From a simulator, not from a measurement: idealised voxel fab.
process module | voxel trench capacitor
cross-section cut | 245 nm wide | cells 5 nm
A cross-section is a grid of square cells, given in bands from the top down. A band is one or more rows of cells.
Each band's line starts with the height of the band's top and of its bottom, in nm. Then come its materials from left to right, each with its width in nm. One material with "throughout" fills the band from edge to edge. "air" is empty space.
Height 0 is the level under which the wafer as received is all one material. The lowest band goes on downwards, as in "0 down".
A width such as "30 to 40" changes by the same amount from each row of cells to the next, from the band's top row to its bottom row.
"no change" after a step means that no cell of the cross-section changed.
closed voids: empty space of 8 cells or more with no open way to the top, each as width x height at its distance from the left edge, in nm
after a step's settings: what the simulator itself notes on the step
overlay nm, on a step with a mask: how far to the right of its planned place the mask lay; to the left if negative
plan
1 op RECEIVE | material Si
2 op CONFORMAL_DEP | material SiN | thk nm 5
3 op DIRECTIONAL_DEP | material aC | thk nm 15
4 op PATTERN | tone open | mask id TRENCH | material resist | width nm 15 | pitch nm 35 | thk nm 35 | overlay nm 0
5 op DIRECTIONAL_ETCH | etch materials aC | depth nm 15
6 op STRIP | etch materials resist
7 op DIRECTIONAL_ETCH | etch materials SiN | depth nm 5
8 op DIRECTIONAL_ETCH | etch materials Si | depth nm 35
9 op STRIP | etch materials aC
10 op CONFORMAL_DEP | material SiO2 | thk nm 5
11 op FILL_DEP | material polySi | thk nm 10
12 op CMP | height nm 5
as received, after step 1
  0 down: Si throughout
  closed voids: none
a wafer at the end: this start, this plan, one mistake
  5 to 0: SiN 105 | SiO2 5 | polySi 5 | SiO2 5 | SiN 20 | SiO2 5 | polySi 5 | SiO2 5 | SiN 90
  0 to -30: Si 105 | SiO2 5 | polySi 5 | SiO2 5 | Si 20 | SiO2 5 | polySi 5 | SiO2 5 | Si 90
  -30 to -35: Si 105 | SiO2 15 | Si 20 | SiO2 15 | Si 90
  -35 down: Si throughout
  closed voids: none
what went wrong: step 4 ran as: op PATTERN | tone open | mask id TRENCH | material resist | width nm 15 | pitch nm 35 | thk nm 35 | overlay nm 10
